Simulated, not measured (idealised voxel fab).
A process module follows: voxel self aligned contacts.
Square cell edge 5 nm, section width 175 nm, ID cut.
Each cross-section below is a grid of square cells, stated as bands in top-down order, with one or more rows of cells making up each band.
It is stipulated that each band's entry specify, in nanometres, the height of the top of the band and then that of its bottom, followed by the materials of the band in left-to-right sequence, each together with its width in nanometres. A single material marked by the word "edge to edge" is understood to fill the band from edge to edge; the word "empty" is understood to denote empty space.
Below 0: as-received wafer, all one material; heights counted from there. Lowest band: no bottom, goes on down, written "z 0 and below".
A two-number width, for instance "30->40", indicates that the width is equal to the first number in the top row of the band and to the second number in the bottom row, and that it changes by a constant amount per row of cells.
Reading "no alteration" for a step: not a cell of the cross-section changed in it.
Each empty space that has no open way to the top and spans at least 8 cells appears under "Fully closed voids" as width x height at distance, the distance counted from the left edge, all in nm.
It should be noted that, on the line of a given step, the content following the step's settings is a remark produced by the simulator itself with respect to that step.
overlay nm: for a step with a mask, the amount by which the mask lay right of where it was planned; a negative amount means left of it.

Process steps foreseen in the plan:
1,RECEIVE with material Si
2,CONFORMAL_DEP with material SiO2, thk nm 5
3,DIRECTIONAL_DEP with material polySi, thk nm 25
4,DIRECTIONAL_DEP with material SiN, thk nm 15
5,DIRECTIONAL_DEP with material aC, thk nm 10
6,PATTERN with tone cover, mask id GATE, material resist, width nm 30, pitch nm 60, thk nm 30, overlay nm 0
7,DIRECTIONAL_ETCH with etch materials aC, depth nm 10
8,STRIP with etch materials resist
9,DIRECTIONAL_ETCH with etch materials SiN, depth nm 15
10,DIRECTIONAL_ETCH with etch materials polySi, depth nm 25
11,STRIP with etch materials aC
12,CONFORMAL_DEP with material SiN, thk nm 5
13,DIRECTIONAL_ETCH with etch materials SiN, depth nm 5
14,FILL_DEP with material SiO2, thk nm 15
15,CMP with height nm 55
16,DIRECTIONAL_DEP with material aC, thk nm 10
17,PATTERN with tone open, mask id CONTACT, material resist, width nm 40, thk nm 30, overlay nm 0
18,DIRECTIONAL_ETCH with etch materials aC, depth nm 10
19,STRIP with etch materials resist
20,DIRECTIONAL_ETCH with etch materials SiO2, depth nm 55
21,STRIP with etch materials aC
22,CONFORMAL_DEP with material TiN, thk nm 5
23,FILL_DEP with material Ru, thk nm 5
24,CMP with height nm 55
25,CONFORMAL_DEP with material SiCN, thk nm 5

As-received state of the wafer in cross-section, equivalent to post-step 1:
	z 0 and below  Si edge to edge
	Fully closed voids: none

First of two wafers: cross-section at end of module, run per plan:
	z 60 to 55  SiCN edge to edge
	z 55 to 45  SiO2 65 nm; TiN 5->15 nm; Ru 30->10 nm; TiN 5->15 nm; SiO2 70 nm
	z 45 to 30  SiO2 35 nm; SiN 40 nm; TiN 5 nm; Ru 10 nm; TiN 5 nm; SiN 40 nm; SiO2 40 nm
	z 30 to 5  SiO2 35 nm; SiN 5 nm; polySi 30 nm; SiN 5 nm; TiN 5 nm; Ru 10 nm; TiN 5 nm; SiN 5 nm; polySi 30 nm; SiN 5 nm; SiO2 40 nm
	z 5 to 0  SiO2 75 nm; TiN 20 nm; SiO2 80 nm
	z 0 and below  Si edge to edge
	Fully closed voids: none

Same start, same plan as the first wafer - but one mistake in the run. Cross-section of the second of the two at the end of the module:
	z 60 to 55  SiCN edge to edge
	z 55 to 45  Ru 60->30 nm; TiN 5->35 nm; SiO2 40 nm; TiN 5->35 nm; Ru 65->35 nm
	z 45 to 30  Ru 30 nm; TiN 5 nm; SiN 40 nm; SiO2 20 nm; SiN 40 nm; TiN 5 nm; Ru 35 nm
	z 30 to 5  Ru 30 nm; TiN 5 nm; SiN 5 nm; polySi 30 nm; SiN 5 nm; SiO2 20 nm; SiN 5 nm; polySi 30 nm; SiN 5 nm; TiN 5 nm; Ru 35 nm
	z 5 to 0  TiN 35 nm; SiO2 100 nm; TiN 40 nm
	z 0 and below  Si edge to edge
	Fully closed voids: none
The plan and the run diverged here: step 17 off recipe, ran as PATTERN with tone cover, mask id CONTACT, material resist, width nm 40, thk nm 30, overlay nm 0
Once processing is complete, comparing cell counts shows that the second wafer has more or fewer of certain materials than the first: 118 more of Ru | 137 fewer of SiO2 | 19 more of TiN
